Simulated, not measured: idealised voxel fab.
A process module follows: voxel gate over fins.
The cross-section shown here is cut; it is 140 nm wide and divided into square cells measuring 5 nm on a side.
Format of a cross-section: grid, square cells. Given as bands. Order: top down. Band: one or more rows of cells.
Band: top height; bottom height; in nm. Then, left to right: material with width in nm, for each material. "edge to edge": a single material spanning edge to edge. "empty": empty space.
The level at which height equals 0 is the one under which the wafer, as it arrives, is entirely one material. No lower edge exists for the bottom band, which continues downward and is notated as in "0 down".
The notation "30 to 40" denotes a width that varies across the rows of cells in the band, beginning at the first number in the top row, finishing at the second number in the bottom row, and changing by an identical amount from each row to the next.
It should be understood that the words "no change occurred", when stated for a given step, signify that the cross-section underwent no change in any of its cells during that step.
"Sealed cavities" - sealed voids, min. 8 cells, no opening to top; format: width x height at distance (distance from left edge; nm throughout).
Anything after a step's settings on that line? It's the simulator's own note about the step.
Regarding "overlay nm": on a step with a mask, it is the distance the mask lay to the right of its planned place; a negative value places it to the left.

-- Steps planned for the process
1,RECEIVE: material Si
2,CONFORMAL_DEP: material SiN, thk nm 5
3,MASKED_ETCH: tone cover, mask id FINS, width nm 15, pitch nm 45, etch materials SiN, depth nm 5, overlay nm 0
4,MASKED_ETCH: tone cover, mask id FINS, width nm 15, pitch nm 45, etch materials Si, depth nm 40, overlay nm 0
5,OXIDIZE: depth nm 5
6,FILL_DEP: material SiO2, thk nm 5
7,CMP: height nm 5
8,SELECTIVE_ETCH: etch materials SiO2, depth nm 20
9,STRIP: etch materials SiN
10,CONFORMAL_DEP: material HfO2, thk nm 5
11,CONFORMAL_DEP: material TiN, thk nm 5
12,FILL_DEP: material W, thk nm 15
13,CMP: height nm 20
14,CONFORMAL_DEP: material SiN, thk nm 10

-- Cross-section, incoming material, after step 1
  0 down  Si edge to edge
  Sealed cavities: none

-- Here's the cross-section of the first of our two wafers at the end of the module - it ran as planned
  30 to 20  SiN edge to edge
  20 to 10  W edge to edge
  10 to 5  W=10, then TiN=25, then W=20, then TiN=25, then W=20, then TiN=25, then W=15
  5 to 0  W=10, then TiN=5, then HfO2=15, then TiN=5, then W=20, then TiN=5, then HfO2=15, then TiN=5, then W=20, then TiN=5, then HfO2=15, then TiN=5, then W=15
  0 to -5  W=10, then TiN=5, then HfO2=5, then Si=5, then HfO2=5, then TiN=5, then W=20, then TiN=5, then HfO2=5, then Si=5, then HfO2=5, then TiN=5, then W=20, then TiN=5, then HfO2=5, then Si=5, then HfO2=5, then TiN=5, then W=15
  -5 to -10  TiN=15, then HfO2=5, then Si=5, then HfO2=5, then TiN=30, then HfO2=5, then Si=5, then HfO2=5, then TiN=30, then HfO2=5, then Si=5, then HfO2=5, then TiN=20
  -10 to -15  HfO2=20, then Si=5, then HfO2=40, then Si=5, then HfO2=40, then Si=5, then HfO2=25
  -15 to -45  SiO2=20, then Si=5, then SiO2=40, then Si=5, then SiO2=40, then Si=5, then SiO2=25
  -45 down  Si edge to edge
  Sealed cavities: none

-- Cross-section of the latter of the two wafers at module completion. It had an identical start and an identical plan to the former; in running it, one mistake was made
  30 to 20  SiN edge to edge
  20 to 10  W edge to edge
  10 to 5  TiN=20, then W=5, then TiN=40, then W=5, then TiN=40, then W=5, then TiN=25
  5 to 0  HfO2=15, then TiN=15, then HfO2=30, then TiN=15, then HfO2=30, then TiN=15, then HfO2=20
  0 to -5  Si=10, then HfO2=25, then Si=20, then HfO2=25, then Si=20, then HfO2=25, then Si=15
  -5 down  Si edge to edge
  Sealed cavities: none
It is concluded that the wafer was processed incorrectly with respect to the plan, in that step 3 went in with a setting other than planned; the actual run was MASKED_ETCH: tone open, mask id FINS, width nm 15, pitch nm 45, etch materials SiN, depth nm 5, overlay nm 0
The closing comparison, in cells, has the second wafer with more or fewer of some materials than the first: HfO2 -12, Si +210, SiO2 -150, TiN -12, W -36
